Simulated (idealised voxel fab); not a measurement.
process module | voxel released beams
cross-section cut | 280 nm wide | cells 5 nm
A cross-section is a grid of square cells, given in bands from the top down. A band is one or more rows of cells.
Each band's line starts with the height of the band's top and of its bottom, in nm. Then come its materials from left to right, each with its width in nm. One material with "throughout" fills the band from edge to edge. "air" is empty space.
Height 0 is the level under which the wafer as received is all one material. The lowest band goes on downwards, as in "0 down".
A width such as "30 to 40" changes by the same amount from each row of cells to the next, from the band's top row to its bottom row.
"no change" after a step means that no cell of the cross-section changed.
closed voids: empty space of 8 cells or more with no open way to the top, each as width x height at its distance from the left edge, in nm
after a step's settings: what the simulator itself notes on the step
overlay nm, on a step with a mask: how far to the right of its planned place the mask lay; to the left if negative
plan
1 op RECEIVE | material Si
2 op CONFORMAL_DEP | material Al2O3 | thk nm 10
3 op DIRECTIONAL_DEP | material SiO2 | thk nm 15
4 op PATTERN | tone open | mask id ANCHOR | material resist | width nm 30 | thk nm 15 | overlay nm 0
5 op DIRECTIONAL_ETCH | etch materials SiO2 | depth nm 15
6 op STRIP | etch materials resist
7 op CONFORMAL_DEP | material SiN | thk nm 10
8 op PATTERN | tone cover | mask id BEAM | material resist | width nm 75 | thk nm 15 | overlay nm 0
9 op DIRECTIONAL_ETCH | etch materials SiN | depth nm 10
10 op STRIP | etch materials resist
11 op STRIP | etch materials SiO2
first wafer, as planned
as received, after step 1
  0 down: Si throughout
  closed voids: none
after step 2
  10 to 0: Al2O3 throughout
  below 0: unchanged
after step 3
  25 to 10: SiO2 throughout
  below 10: unchanged
after step 4
  40 to 25: resist 105 | air 30 | resist 145
  below 25: unchanged
after step 5
  40 to 25: resist 105 | air 30 | resist 145
  25 to 10: SiO2 105 | air 30 | SiO2 145
  below 10: unchanged
after step 6
  25 to 10: SiO2 105 | air 30 | SiO2 145
  below 10: unchanged
after step 7
  35 to 25: SiN 115 | air 10 | SiN 155
  25 to 20: SiO2 105 | SiN 10 | air 10 | SiN 10 | SiO2 145
  20 to 10: SiO2 105 | SiN 30 | SiO2 145
  below 10: unchanged
after step 8
  50 to 35: air 100 | resist 75 | air 105
  35 to 25: SiN 115 | resist 10 | SiN 155
  25 to 20: SiO2 105 | SiN 10 | resist 10 | SiN 10 | SiO2 145
  below 20: unchanged
after step 9
  50 to 35: air 100 | resist 75 | air 105
  35 to 25: air 100 | SiN 15 | resist 10 | SiN 50 | air 105
  below 25: unchanged
after step 10
  35 to 25: air 100 | SiN 15 | air 10 | SiN 50 | air 105
  25 to 20: SiO2 105 | SiN 10 | air 10 | SiN 10 | SiO2 145
  below 20: unchanged
after step 11
  35 to 25: air 100 | SiN 15 | air 10 | SiN 50 | air 105
  25 to 20: air 105 | SiN 10 | air 10 | SiN 10 | air 145
  20 to 10: air 105 | SiN 30 | air 145
  below 10: unchanged
second wafer: like start, like plan, one mistake. Through step 1 it matches the first wafer
when step 2 should have ended: no change
when step 3 should have ended
  15 to 0: SiO2 throughout
  below 0: unchanged
when step 4 should have ended
  30 to 15: resist 105 | air 30 | resist 145
  below 15: unchanged
when step 5 should have ended
  30 to 15: resist 105 | air 30 | resist 145
  15 to 0: SiO2 105 | air 30 | SiO2 145
  below 0: unchanged
when step 6 should have ended
  15 to 0: SiO2 105 | air 30 | SiO2 145
  below 0: unchanged
when step 7 should have ended
  25 to 15: SiN 115 | air 10 | SiN 155
  15 to 10: SiO2 105 | SiN 10 | air 10 | SiN 10 | SiO2 145
  10 to 0: SiO2 105 | SiN 30 | SiO2 145
  below 0: unchanged
when step 8 should have ended
  40 to 25: air 100 | resist 75 | air 105
  25 to 15: SiN 115 | resist 10 | SiN 155
  15 to 10: SiO2 105 | SiN 10 | resist 10 | SiN 10 | SiO2 145
  below 10: unchanged
when step 9 should have ended
  40 to 25: air 100 | resist 75 | air 105
  25 to 15: air 100 | SiN 15 | resist 10 | SiN 50 | air 105
  below 15: unchanged
when step 10 should have ended
  25 to 15: air 100 | SiN 15 | air 10 | SiN 50 | air 105
  15 to 10: SiO2 105 | SiN 10 | air 10 | SiN 10 | SiO2 145
  below 10: unchanged
when step 11 should have ended
  25 to 15: air 100 | SiN 15 | air 10 | SiN 50 | air 105
  15 to 10: air 105 | SiN 10 | air 10 | SiN 10 | air 145
  10 to 0: air 105 | SiN 30 | air 145
  below 0: unchanged
what went wrong: step 2 was left out
at the end the second wafer has, in cells: 112 fewer of Al2O3
